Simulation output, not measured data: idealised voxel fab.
Name of the process module below: voxel transistor to metal
It is cross-section cut that appears here, measuring 265 nm in width, its square cells being 5 nm in size.
How to read a cross-section here: the picture is a grid of square cells, written as bands going from the top down, and any band can span one or more rows of cells.
Basically the band line says how high the top is and how high the bottom is, in nm, and then what's in it from left to right, every material with its width in nm. Empty space shows up as "blank", and if a single material carries "everywhere" it runs the full band edge to edge.
Basically, 0 is our baseline, since under it the wafer straight out of the box is all one material. The bottom band has no lower end and keeps on going down, so it looks like "0 down".
Think of "30->40" as a width that walks from the first number to the second as you go down the band, top row to bottom row, taking equal-sized steps from row to row.
"no modifications" for a step: no cell of the cross-section changed in that step.
Under "Enclosed void list" you'll find the enclosed gaps, the ones with no way out to the top, that are 8 cells or bigger; each reads width x height at distance, with distance counted from the left edge, everything in nm.
Past the settings on a step's line: simulator remark, on that step.
The line of a step may include "overlay nm". On a step with a mask, this value is how far to the right of its planned place the mask lay. A negative value means the mask lay to the left.

Process steps (planned):
1,RECEIVE with material Si
2,OXIDIZE with depth nm 5
3,CONFORMAL_DEP with material SiN, thk nm 10
4,DIRECTIONAL_DEP with material aC, thk nm 15
5,PATTERN with tone cover, mask id ACTIVE, material resist, width nm 95, pitch nm 120, thk nm 30, overlay nm 0
6,DIRECTIONAL_ETCH with etch materials aC, depth nm 15
7,STRIP with etch materials resist
8,DIRECTIONAL_ETCH with etch materials SiN, depth nm 10
9,DIRECTIONAL_ETCH with etch materials SiO2, depth nm 5
10,DIRECTIONAL_ETCH with etch materials Si, depth nm 25
11,STRIP with etch materials aC
12,FILL_DEP with material SiO2, thk nm 10
13,CMP with height nm 10
14,SELECTIVE_ETCH with etch materials SiO2, depth nm 10
15,STRIP with etch materials SiN
16,SELECTIVE_ETCH with etch materials SiO2, depth nm 5
17,OXIDIZE with depth nm 5
18,DIRECTIONAL_DEP with material polySi, thk nm 30
19,DIRECTIONAL_DEP with material SiCN, thk nm 15
20,PATTERN with tone cover, mask id GATE, material resist, width nm 25, pitch nm 120, thk nm 20, overlay nm 0
21,DIRECTIONAL_ETCH with etch materials SiCN, depth nm 25
22,DIRECTIONAL_ETCH with etch materials polySi, depth nm 40
23,STRIP with etch materials resist
24,CONFORMAL_DEP with material SiN, thk nm 10
25,DIRECTIONAL_ETCH with etch materials SiN, depth nm 10
26,DIRECTIONAL_ETCH with etch materials SiO2, depth nm 5
27,DIRECTIONAL_ETCH with etch materials Si, depth nm 10
28,EPI with material pSi, thk nm 15
29,FILL_DEP with material SiO2, thk nm 10
30,CMP with height nm 40
31,DIRECTIONAL_DEP with material SiO2, thk nm 15
32,PATTERN with tone open, mask id CONTACT, material resist, width nm 25, pitch nm 60, thk nm 15, overlay nm 0
33,DIRECTIONAL_ETCH with etch materials SiO2, depth nm 60
34,STRIP with etch materials resist
35,CONFORMAL_DEP with material TiN, thk nm 5
36,FILL_DEP with material W, thk nm 5
37,CMP with height nm 55
38,CONFORMAL_DEP with material SiN, thk nm 5
39,DIRECTIONAL_DEP with material lowk, thk nm 20
40,PATTERN with tone open, mask id METAL_1, material resist, width nm 15, thk nm 20, overlay nm 0
41,DIRECTIONAL_ETCH with etch materials lowk, depth nm 20
42,DIRECTIONAL_ETCH with etch materials SiN, depth nm 5
43,STRIP with etch materials resist
44,CONFORMAL_DEP with material TiN, thk nm 5
45,FILL_DEP with material W, thk nm 10
46,CMP with height nm 80
47,CONFORMAL_DEP with material SiCN, thk nm 5
48,DIRECTIONAL_DEP with material SiO2, thk nm 30
49,MASKED_ETCH with tone open, mask id METAL_2, width nm 15, pitch nm 120, etch materials SiO2, depth nm 20, overlay nm 0
50,DIRECTIONAL_DEP with material aC, thk nm 10
51,PATTERN with tone open, mask id METAL_2_HOLES, material resist, width nm 15, pitch nm 120, thk nm 30, overlay nm 0
52,DIRECTIONAL_ETCH with etch materials aC, depth nm 10
53,STRIP with etch materials resist
54,DIRECTIONAL_ETCH with etch materials SiO2, depth nm 10
55,DIRECTIONAL_ETCH with etch materials SiCN, depth nm 5
56,STRIP with etch materials aC
57,CONFORMAL_DEP with material TiN, thk nm 5
58,FILL_DEP with material Cu, thk nm 10
59,CMP with height nm 115
60,CONFORMAL_DEP with material SiN, thk nm 5

Cross-section, incoming material, after step 1:
	0 down: Si everywhere
	Enclosed void list: none

Below is the wafer in cross-section after the module was completed. It began from the starting point shown above and followed the plan shown above, except that one mistake was made while running it:
	120 to 115: SiN everywhere
	115 to 110: Cu everywhere
	110 to 105: Cu: 25, TiN: 25, Cu: 95, TiN: 25, Cu: 95
	105 to 100: Cu: 25, TiN: 5, SiO2: 15, TiN: 5, Cu: 95, TiN: 5, SiO2: 15, TiN: 5, Cu: 95
	100 to 95: TiN: 30, SiO2: 15, TiN: 105, SiO2: 15, TiN: 100
	95 to 85: SiO2 everywhere
	85 to 80: SiCN everywhere
	80 to 60: lowk: 30, TiN: 5, W: 5, TiN: 5, lowk: 55, TiN: 5, W: 5, TiN: 5, lowk: 35, TiN: 5, W: 5, TiN: 5, lowk: 55, TiN: 5, W: 5, TiN: 5, lowk: 30
	60 to 55: SiN: 30, TiN: 15, SiN: 55, TiN: 15, SiN: 35, TiN: 15, SiN: 55, TiN: 15, SiN: 30
	55 to 45: SiO2: 30, TiN: 5, W: 15, TiN: 5, SiO2: 35, TiN: 5, W: 15, TiN: 5, SiO2: 35, TiN: 5, W: 15, TiN: 5, SiO2: 35, TiN: 5, W: 15, TiN: 5, SiO2: 30
	45 to 40: SiO2: 30, TiN: 5, W: 10, TiN: 10, SiO2: 35, TiN: 10, W: 10, TiN: 5, SiO2: 35, TiN: 5, W: 10, TiN: 10, SiO2: 35, TiN: 10, W: 10, TiN: 5, SiO2: 30
	40 to 25: SiO2: 30, TiN: 5, W: 10, TiN: 5, SiN: 10, SiCN: 25, SiN: 10, TiN: 5, W: 10, TiN: 5, SiO2: 35, TiN: 5, W: 10, TiN: 5, SiN: 10, SiCN: 25, SiN: 10, TiN: 5, W: 10, TiN: 5, SiO2: 30
	25 to 10: SiO2: 30, TiN: 5, W: 10, TiN: 5, SiN: 10, polySi: 25, SiN: 10, TiN: 5, W: 10, TiN: 5, SiO2: 35, TiN: 5, W: 10, TiN: 5, SiN: 10, polySi: 25, SiN: 10, TiN: 5, W: 10, TiN: 5, SiO2: 30
	10 to 5: SiO2: 30, TiN: 20, SiN: 10, polySi: 25, SiN: 10, TiN: 20, SiO2: 35, TiN: 20, SiN: 10, polySi: 25, SiN: 10, TiN: 20, SiO2: 30
	5 to -5: SiO2: 30, TiN: 5, pSi: 15, SiN: 10, polySi: 25, SiN: 10, pSi: 15, TiN: 5, SiO2: 35, TiN: 5, pSi: 15, SiN: 10, polySi: 25, SiN: 10, pSi: 15, TiN: 5, SiO2: 30
	-5 to -10: SiO2: 20, pSi: 30, SiO2: 45, pSi: 30, SiO2: 15, pSi: 30, SiO2: 45, pSi: 30, SiO2: 20
	-10 to -20: SiO2: 25, pSi: 25, Si: 45, pSi: 25, SiO2: 25, pSi: 25, Si: 45, pSi: 25, SiO2: 25
	-20 to -30: SiO2: 25, Si: 95, SiO2: 25, Si: 95, SiO2: 25
	-30 down: Si everywhere
	Enclosed void list: none
The plan and the run diverged here: step 49 ran with different settings than intended, the actual operation and settings being MASKED_ETCH with tone cover, mask id METAL_2, width nm 15, pitch nm 120, etch materials SiO2, depth nm 20, overlay nm 0
